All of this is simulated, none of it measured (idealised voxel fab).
A process module follows: voxel tone inversion.
Section shown: cut. Width: 230 nm. Cell size: 5 nm, square.
A cross-section is a grid of square cells, given in bands from the top down. A band is one or more rows of cells. Top height, bottom height, nm. Materials left to right, width each, nm. Single material + "everywhere" = fills band edge to edge. "empty" = empty. Zero point of the height axis is 0; under it, received wafer = one material. Lowest band: continues down indefinitely, "0 nm and below". Width "30->40": first value at the band's top row of cells, second value at its bottom row, equal change from row to row. It should be understood that the words "no alterations made", when stated for a given step, signify that the cross-section underwent no change in any of its cells during that step. "Closed-off voids" contains a list of empty spaces, each no smaller than 8 cells and without an open way to the top, written in the form width x height at distance with the distance from the left edge and all three in nm. If you see something after the settings on a step's line, that's the simulator's own remark about that step. Steps that use a mask can have "overlay nm" on their line. It says how far the mask sat to the right of where it was meant to be. Negative means to the left.

Process steps - plan:
1 RECEIVE | material Si
2 CONFORMAL_DEP | material SiN | thk nm 10
3 DIRECTIONAL_DEP | material polySi | thk nm 20
4 PATTERN | tone cover | mask id POSTS | material resist | width nm 15 | pitch nm 40 | thk nm 25 | overlay nm 0
5 DIRECTIONAL_ETCH | etch materials polySi | depth nm 20
6 STRIP | etch materials resist
7 FILL_DEP | material SiO2 | thk nm 5
8 CMP | height nm 30
9 STRIP | etch materials polySi

Cross-section of the wafer at receipt, which is the condition after step 1:
* 0 nm and below = Si everywhere
* Closed-off voids: none

Same starting wafer, same plan as above, one mistake in the execution; this is the cross-section at the end of the module:
* 30 nm to 10 nm = 65 of empty, 15 of polySi, 25 of empty, 15 of polySi, 25 of empty, 15 of polySi, 70 of empty
* 10 nm to 0 nm = SiN everywhere
* 0 nm and below = Si everywhere
* Closed-off voids: none
The mistake made against the process plan was this: it should be noted that step 9 was executed with settings other than those planned, the operation and settings actually applied being STRIP | etch materials SiO2
